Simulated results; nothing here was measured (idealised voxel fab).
Name of the process module below: voxel transistor to metal
Square cells of 5 nm make up the cross-section cut, whose width is 165 nm.
When this document writes out a cross-section, it uses a grid of square cells and lists it as bands, beginning at the top and moving down, with a band standing for one or more rows of cells. This entry defines a band. It first specifies the height of the band's top and the height of its bottom in nm, and then specifies the band's materials from left to right, stating each material with its width in nm. The word "edge to edge" identifies a single material that fills the band from edge to edge, while the word "blank" identifies empty space. Height reference: 0 = level under which incoming wafer is all one material. Lowest band: no bottom, runs on downward, e.g. "top 0, no bottom". Quick explanation for "30..40": the width changes in equal steps down the rows of cells, from the first number in the band's top row to the second number in its bottom row. When a step is marked "nothing changed", none of the cells in the cross-section changed during that step. If an empty space has no open way to the top and is at least 8 cells in size, "Fully sealed cavities" lists it, written width x height at distance, where distance is measured from the left edge and every value is in nm. Note: text after step settings on the step line = simulator remark on that step. Each step line may optionally specify "overlay nm", which for a step with a mask gives the rightward distance between the mask's planned place and where it lay, a negative value indicating the leftward direction.
### Listed below are the process steps as planned
1,RECEIVE [material Si]
2,OXIDIZE [depth nm 5]
3,CONFORMAL_DEP [material SiN] [thk nm 10]
4,MASKED_ETCH [tone cover] [mask id ACTIVE] [width nm 105] [etch materials SiN] [depth nm 10] [overlay nm 0]
5,MASKED_ETCH [tone cover] [mask id ACTIVE] [width nm 105] [etch materials SiO2] [depth nm 5] [overlay nm 0]
6,MASKED_ETCH [tone cover] [mask id ACTIVE] [width nm 105] [etch materials Si] [depth nm 35] [overlay nm 0]
7,FILL_DEP [material SiO2] [thk nm 10]
8,CMP [height nm 10]
9,SELECTIVE_ETCH [etch materials SiO2] [depth nm 5]
10,STRIP [etch materials SiN]
11,SELECTIVE_ETCH [etch materials SiO2] [depth nm 5]
12,OXIDIZE [depth nm 5]
13,DIRECTIONAL_DEP [material polySi] [thk nm 20]
14,DIRECTIONAL_DEP [material SiCN] [thk nm 10]
15,PATTERN [tone cover] [mask id GATE] [material resist] [width nm 25] [thk nm 20] [overlay nm 0]
16,DIRECTIONAL_ETCH [etch materials SiCN] [depth nm 20]
17,DIRECTIONAL_ETCH [etch materials polySi] [depth nm 30]
18,STRIP [etch materials resist]
19,CONFORMAL_DEP [material SiN] [thk nm 10]
20,DIRECTIONAL_ETCH [etch materials SiN] [depth nm 10]
21,DIRECTIONAL_ETCH [etch materials SiO2] [depth nm 5]
22,DIRECTIONAL_ETCH [etch materials Si] [depth nm 5]
23,EPI [material nSi] [thk nm 10]
24,FILL_DEP [material SiO2] [thk nm 5]
25,CMP [height nm 25]
26,DIRECTIONAL_DEP [material SiO2] [thk nm 15]
27,MASKED_ETCH [tone open] [mask id CONTACT] [width nm 30] [pitch nm 65] [etch materials SiO2] [depth nm 45] [overlay nm 0]
28,CONFORMAL_DEP [material TiN] [thk nm 5]
29,FILL_DEP [material Ru] [thk nm 5]
30,CMP [height nm 40]
31,DIRECTIONAL_DEP [material TiN] [thk nm 5]
32,DIRECTIONAL_DEP [material W] [thk nm 15]
33,DIRECTIONAL_DEP [material aC] [thk nm 15]
34,PATTERN [tone cover] [mask id METAL_1] [material resist] [width nm 20] [pitch nm 75] [thk nm 30] [overlay nm 0]
35,DIRECTIONAL_ETCH [etch materials aC] [depth nm 15]
36,STRIP [etch materials resist]
37,DIRECTIONAL_ETCH [etch materials W] [depth nm 15]
38,DIRECTIONAL_ETCH [etch materials TiN] [depth nm 5]
39,STRIP [etch materials aC]
40,FILL_DEP [material lowk] [thk nm 5]
41,CMP [height nm 60]
42,CONFORMAL_DEP [material SiCN] [thk nm 5]
43,DIRECTIONAL_DEP [material SiO2] [thk nm 30]
44,MASKED_ETCH [tone open] [mask id METAL_2] [width nm 20] [pitch nm 75] [etch materials SiO2] [depth nm 15] [overlay nm 0]
45,MASKED_ETCH [tone open] [mask id METAL_2_HOLES] [width nm 15] [pitch nm 75] [etch materials SiO2] [depth nm 15] [overlay nm 0]
46,MASKED_ETCH [tone open] [mask id METAL_2_HOLES] [width nm 15] [pitch nm 75] [etch materials SiCN] [depth nm 5] [overlay nm 0]
47,CONFORMAL_DEP [material TiN] [thk nm 5]
48,FILL_DEP [material Cu] [thk nm 5]
49,CMP [height nm 95]
50,CONFORMAL_DEP [material SiN] [thk nm 5]
### As received (post step 1): cross-section
* top 0, no bottom | Si edge to edge
* Fully sealed cavities: none
### Here's the wafer cut in cross-section after the module, started and planned just like above, except one thing was done wrong in the run
* top 100, bottom 95 | SiN edge to edge
* top 95, bottom 90 | SiCN (35) / TiN (15) / SiCN (60) / TiN (15) / SiCN (40)
* top 90, bottom 60 | SiO2 edge to edge
* top 60, bottom 45 | lowk (35) / W (20) / lowk (55) / W (20) / lowk (35)
* top 45, bottom 40 | lowk (35) / TiN (20) / lowk (55) / TiN (20) / lowk (35)
* top 40, bottom 30 | SiO2 (35) / TiN (5) / Ru (20) / TiN (5) / SiO2 (35) / TiN (5) / Ru (20) / TiN (5) / SiO2 (35)
* top 30, bottom 25 | SiO2 (35) / TiN (5) / Ru (15) / TiN (10) / SiO2 (35) / TiN (10) / Ru (15) / TiN (5) / SiO2 (35)
* top 25, bottom 15 | SiO2 (35) / TiN (5) / Ru (15) / TiN (5) / SiN (10) / SiCN (25) / SiN (10) / TiN (5) / Ru (15) / TiN (5) / SiO2 (35)
* top 15, bottom 5 | SiO2 (35) / TiN (5) / Ru (15) / TiN (5) / SiN (10) / polySi (25) / SiN (10) / TiN (5) / Ru (15) / TiN (5) / SiO2 (35)
* top 5, bottom 0 | SiO2 (35) / TiN (25) / SiN (10) / polySi (25) / SiN (10) / TiN (25) / SiO2 (35)
* top 0, bottom -5 | SiO2 (25) / SiN (10) / nSi (10) / TiN (5) / nSi (10) / SiN (10) / polySi (25) / SiN (10) / nSi (10) / TiN (5) / nSi (10) / SiN (10) / SiO2 (25)
* top -5, bottom -10 | SiO2 (35) / nSi (25) / SiO2 (45) / nSi (25) / SiO2 (35)
* top -10, bottom -15 | SiO2 (30) / Si (5) / nSi (25) / Si (45) / nSi (25) / Si (5) / SiO2 (30)
* top -15, bottom -40 | SiO2 (30) / Si (105) / SiO2 (30)
* top -40, no bottom | Si edge to edge
* Fully sealed cavities: none
Nonconformance to the process plan: steps 42 and 43 run out of order (swapped)
